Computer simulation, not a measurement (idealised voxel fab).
Herein follows the process module entitled voxel capacitor over wiring.
cross-section cut | 235 nm wide | cells 5 nm
Bands, listed from the top down, are how a cross-section gets written in this document; the cross-section itself is a grid of square cells, and a band is one or more rows of them.
Each band's line starts with the height of the band's top and of its bottom, in nm. Then come its materials from left to right, each with its width in nm. One material with "full width" fills the band from edge to edge. "empty" is empty space.
The level at which height equals 0 is the one under which the wafer, as it arrives, is entirely one material. No lower edge exists for the bottom band, which continues downward and is notated as in "0 -> down".
The two numbers in a width such as "30 to 40" mark its ends across the band: the first belongs to the top row of cells, the second to the bottom row, and from each row to the next the width moves by the same amount.
Key: "remained the same" - step with no changed cell in the cross-section.
"Encapsulated voids": empty spaces of 8 cells or more with no open way to the top, each given as width x height at distance, distance from the left edge, all in nm.
Text after the settings on a step's line: the simulator's own remark on that step.
A step's line can hold "overlay nm"; with a mask on that step, the setting says how far right of the planned place the mask lay, while a negative setting says it lay to the left.
Listed below are the process steps as planned:
- 1: RECEIVE with material Si
- 2: CONFORMAL_DEP with material SiO2, thk nm 15
- 3: CONFORMAL_DEP with material SiN, thk nm 5
- 4: DIRECTIONAL_DEP with material SiO2, thk nm 15
- 5: DIRECTIONAL_DEP with material aC, thk nm 10
- 6: PATTERN with tone open, mask id METAL_1, material resist, width nm 25, pitch nm 90, thk nm 30, overlay nm 0
- 7: DIRECTIONAL_ETCH with etch materials aC, depth nm 10
- 8: STRIP with etch materials resist
- 9: DIRECTIONAL_ETCH with etch materials SiO2, depth nm 15
- 10: DIRECTIONAL_ETCH with etch materials SiN, depth nm 5
- 11: STRIP with etch materials aC
- 12: CONFORMAL_DEP with material TiN, thk nm 5
- 13: FILL_DEP with material Cu, thk nm 5
- 14: CMP with height nm 35
- 15: EPI with material Ru, thk nm 5
- 16: FILL_DEP with material SiCN, thk nm 5
- 17: DIRECTIONAL_DEP with material lowk, thk nm 15
- 18: DIRECTIONAL_DEP with material aC, thk nm 10
- 19: PATTERN with tone open, mask id PLUG_1, material resist, width nm 15, thk nm 30, overlay nm 0
- 20: DIRECTIONAL_ETCH with etch materials aC, depth nm 10
- 21: STRIP with etch materials resist
- 22: DIRECTIONAL_ETCH with etch materials lowk, depth nm 15
- 23: DIRECTIONAL_ETCH with etch materials SiCN, depth nm 5
- 24: STRIP with etch materials aC
- 25: EPI with material Ru, thk nm 10
- 26: EPI with material Ru, thk nm 10
- 27: DIRECTIONAL_DEP with material TiN, thk nm 5
- 28: DIRECTIONAL_DEP with material Al2O3, thk nm 5
- 29: DIRECTIONAL_DEP with material TiN, thk nm 10
- 30: MASKED_ETCH with tone cover, mask id UPPER_PLATE, width nm 70, etch materials TiN, depth nm 10, overlay nm 0
- 31: MASKED_ETCH with tone cover, mask id UPPER_PLATE, width nm 70, etch materials Al2O3, depth nm 5, overlay nm 0
- 32: DIRECTIONAL_DEP with material aC, thk nm 15
- 33: PATTERN with tone cover, mask id LOWER_PLATE, material resist, width nm 80, thk nm 35, overlay nm 0
- 34: DIRECTIONAL_ETCH with etch materials aC, depth nm 15
- 35: STRIP with etch materials resist
- 36: DIRECTIONAL_ETCH with etch materials TiN, depth nm 5
- 37: STRIP with etch materials aC
- 38: FILL_DEP with material SiO2, thk nm 15
- 39: CMP with height nm 90
- 40: DIRECTIONAL_DEP with material aC, thk nm 15
- 41: PATTERN with tone open, mask id PLUG_2, material resist, width nm 15, thk nm 35, overlay nm 0
- 42: DIRECTIONAL_ETCH with etch materials aC, depth nm 15
- 43: STRIP with etch materials resist
- 44: DIRECTIONAL_ETCH with etch materials SiO2, depth nm 10
- 45: STRIP with etch materials aC
- 46: CONFORMAL_DEP with material TiN, thk nm 5
- 47: FILL_DEP with material Ru, thk nm 5
- 48: CMP with height nm 90
- 49: CONFORMAL_DEP with material SiCN, thk nm 5
Step 1 complete: cross-section of the wafer as received:
* 0 -> down: Si full width
* Encapsulated voids: none
Starting wafer: above. Plan: above. Run: one mistake. Cross-section after the module: below:
* 95 -> 90: SiCN full width
* 90 -> 80: SiO2 (80) / TiN (60) / SiO2 (95)
* 80 -> 75: SiO2 (85) / Al2O3 (55) / SiO2 (95)
* 75 -> 70: SiO2 (65) / TiN (5) / SiO2 (15) / TiN (60) / SiO2 (90)
* 70 -> 60: lowk (70) / TiN (15) / lowk (150)
* 60 -> 55: lowk (70) / Al2O3 (15) / lowk (150)
* 55 -> 50: SiCN (70) / TiN (15) / SiCN (150)
* 50 -> 40: SiCN full width
* 40 -> 35: SiCN (55) / Ru (35) / SiCN (55) / Ru (35) / SiCN (55)
* 35 -> 20: SiO2 (60) / TiN (5) / Cu (15) / TiN (5) / SiO2 (65) / TiN (5) / Cu (15) / TiN (5) / SiO2 (60)
* 20 -> 15: SiN (60) / TiN (25) / SiN (65) / TiN (25) / SiN (60)
* 15 -> 0: SiO2 full width
* 0 -> down: Si full width
* Encapsulated voids: none
What broke from the plan during processing? in deviation from the planned setting, step 16 was conducted as FILL_DEP with material SiCN, thk nm 15
